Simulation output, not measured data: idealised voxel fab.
process module | voxel air gaps
cross-section cut | 195 nm wide | cells 5 nm
A cross-section is a grid of square cells, given in bands from the top down. A band is one or more rows of cells.
Each band's line starts with the height of the band's top and of its bottom, in nm. Then come its materials from left to right, each with its width in nm. One material with "throughout" fills the band from edge to edge. "air" is empty space.
Height 0 is the level under which the wafer as received is all one material. The lowest band goes on downwards, as in "0 down".
A width such as "30 to 40" changes by the same amount from each row of cells to the next, from the band's top row to its bottom row.
"no change" after a step means that no cell of the cross-section changed.
closed voids: empty space of 8 cells or more with no open way to the top, each as width x height at its distance from the left edge, in nm
after a step's settings: what the simulator itself notes on the step
overlay nm, on a step with a mask: how far to the right of its planned place the mask lay; to the left if negative
plan
1 op RECEIVE | material Si
2 op CONFORMAL_DEP | material SiO2 | thk nm 15
3 op CONFORMAL_DEP | material SiN | thk nm 5
4 op DIRECTIONAL_DEP | material SiO2 | thk nm 40
5 op DIRECTIONAL_DEP | material aC | thk nm 15
6 op PATTERN | tone open | mask id LINES | material resist | width nm 15 | pitch nm 45 | thk nm 35 | overlay nm 0
7 op DIRECTIONAL_ETCH | etch materials aC | depth nm 15
8 op STRIP | etch materials resist
9 op DIRECTIONAL_ETCH | etch materials SiO2 | depth nm 40
10 op STRIP | etch materials aC
11 op CONFORMAL_DEP | material TiN | thk nm 5
12 op FILL_DEP | material W | thk nm 5
13 op CMP | height nm 60
14 op EPI | material Ru | thk nm 10
15 op SELECTIVE_ETCH | etch materials SiO2 | depth nm 50
16 op CONFORMAL_DEP | material SiN | thk nm 5
first wafer, as planned
as received, after step 1
  0 down: Si throughout
  closed voids: none
after step 2
  15 to 0: SiO2 throughout
  below 0: unchanged
after step 3
  20 to 15: SiN throughout
  below 15: unchanged
after step 4
  60 to 20: SiO2 throughout
  below 20: unchanged
after step 5
  75 to 60: aC throughout
  below 60: unchanged
after step 6
  110 to 75: resist 45 | air 15 | resist 30 | air 15 | resist 30 | air 15 | resist 45
  below 75: unchanged
after step 7
  95 to 75: resist 45 | air 15 | resist 30 | air 15 | resist 30 | air 15 | resist 45
  75 to 60: aC 45 | air 15 | aC 30 | air 15 | aC 30 | air 15 | aC 45
  below 60: unchanged
after step 8
  75 to 60: aC 45 | air 15 | aC 30 | air 15 | aC 30 | air 15 | aC 45
  below 60: unchanged
after step 9
  75 to 60: aC 45 | air 15 | aC 30 | air 15 | aC 30 | air 15 | aC 45
  60 to 20: SiO2 45 | air 15 | SiO2 30 | air 15 | SiO2 30 | air 15 | SiO2 45
  below 20: unchanged
after step 10
  60 to 20: SiO2 45 | air 15 | SiO2 30 | air 15 | SiO2 30 | air 15 | SiO2 45
  below 20: unchanged
after step 11
  65 to 60: TiN 50 | air 5 | TiN 40 | air 5 | TiN 40 | air 5 | TiN 50
  60 to 25: SiO2 45 | TiN 5 | air 5 | TiN 5 | SiO2 30 | TiN 5 | air 5 | TiN 5 | SiO2 30 | TiN 5 | air 5 | TiN 5 | SiO2 45
  25 to 20: SiO2 45 | TiN 15 | SiO2 30 | TiN 15 | SiO2 30 | TiN 15 | SiO2 45
  below 20: unchanged
after step 12
  70 to 65: W throughout
  65 to 60: TiN 50 | W 5 | TiN 40 | W 5 | TiN 40 | W 5 | TiN 50
  60 to 25: SiO2 45 | TiN 5 | W 5 | TiN 5 | SiO2 30 | TiN 5 | W 5 | TiN 5 | SiO2 30 | TiN 5 | W 5 | TiN 5 | SiO2 45
  below 25: unchanged
after step 13
  60 to 25: SiO2 45 | TiN 5 | W 5 | TiN 5 | SiO2 30 | TiN 5 | W 5 | TiN 5 | SiO2 30 | TiN 5 | W 5 | TiN 5 | SiO2 45
  below 25: unchanged
after step 14
  70 to 60: air 35 | Ru 35 | air 10 | Ru 35 | air 10 | Ru 35 | air 35
  below 60: unchanged
after step 15
  70 to 60: air 35 | Ru 35 | air 10 | Ru 35 | air 10 | Ru 35 | air 35
  60 to 25: air 45 | TiN 5 | W 5 | TiN 5 | air 30 | TiN 5 | W 5 | TiN 5 | air 30 | TiN 5 | W 5 | TiN 5 | air 45
  25 to 20: air 45 | TiN 15 | air 30 | TiN 15 | air 30 | TiN 15 | air 45
  below 20: unchanged
after step 16
  75 to 70: air 30 | SiN 135 | air 30
  70 to 60: air 30 | SiN 5 | Ru 35 | SiN 10 | Ru 35 | SiN 10 | Ru 35 | SiN 5 | air 30
  60 to 55: air 30 | SiN 15 | TiN 5 | W 5 | TiN 5 | SiN 30 | TiN 5 | W 5 | TiN 5 | SiN 30 | TiN 5 | W 5 | TiN 5 | SiN 15 | air 30
  55 to 25: air 40 | SiN 5 | TiN 5 | W 5 | TiN 5 | SiN 5 | air 20 | SiN 5 | TiN 5 | W 5 | TiN 5 | SiN 5 | air 20 | SiN 5 | TiN 5 | W 5 | TiN 5 | SiN 5 | air 40
  25 to 20: SiN 45 | TiN 15 | SiN 30 | TiN 15 | SiN 30 | TiN 15 | SiN 45
  below 20: unchanged
  closed voids: 20 x 30 at 65; 20 x 30 at 110
second wafer: like start, like plan, one mistake. Through step 11 it matches the first wafer
when step 12 should have ended
  70 to 65: aC throughout
  65 to 60: TiN 50 | aC 5 | TiN 40 | aC 5 | TiN 40 | aC 5 | TiN 50
  60 to 25: SiO2 45 | TiN 5 | aC 5 | TiN 5 | SiO2 30 | TiN 5 | aC 5 | TiN 5 | SiO2 30 | TiN 5 | aC 5 | TiN 5 | SiO2 45
  below 25: unchanged
when step 13 should have ended
  60 to 25: SiO2 45 | TiN 5 | aC 5 | TiN 5 | SiO2 30 | TiN 5 | aC 5 | TiN 5 | SiO2 30 | TiN 5 | aC 5 | TiN 5 | SiO2 45
  below 25: unchanged
when step 14 should have ended
  70 to 60: air 35 | Ru 35 | air 10 | Ru 35 | air 10 | Ru 35 | air 35
  below 60: unchanged
when step 15 should have ended
  70 to 60: air 35 | Ru 35 | air 10 | Ru 35 | air 10 | Ru 35 | air 35
  60 to 25: air 45 | TiN 5 | aC 5 | TiN 5 | air 30 | TiN 5 | aC 5 | TiN 5 | air 30 | TiN 5 | aC 5 | TiN 5 | air 45
  25 to 20: air 45 | TiN 15 | air 30 | TiN 15 | air 30 | TiN 15 | air 45
  below 20: unchanged
when step 16 should have ended
  75 to 70: air 30 | SiN 135 | air 30
  70 to 60: air 30 | SiN 5 | Ru 35 | SiN 10 | Ru 35 | SiN 10 | Ru 35 | SiN 5 | air 30
  60 to 55: air 30 | SiN 15 | TiN 5 | aC 5 | TiN 5 | SiN 30 | TiN 5 | aC 5 | TiN 5 | SiN 30 | TiN 5 | aC 5 | TiN 5 | SiN 15 | air 30
  55 to 25: air 40 | SiN 5 | TiN 5 | aC 5 | TiN 5 | SiN 5 | air 20 | SiN 5 | TiN 5 | aC 5 | TiN 5 | SiN 5 | air 20 | SiN 5 | TiN 5 | aC 5 | TiN 5 | SiN 5 | air 40
  25 to 20: SiN 45 | TiN 15 | SiN 30 | TiN 15 | SiN 30 | TiN 15 | SiN 45
  below 20: unchanged
  closed voids: 20 x 30 at 65; 20 x 30 at 110
what went wrong: step 12 ran as: op FILL_DEP | material aC | thk nm 5
at the end the second wafer has, in cells: 21 fewer of W | 21 more of aC
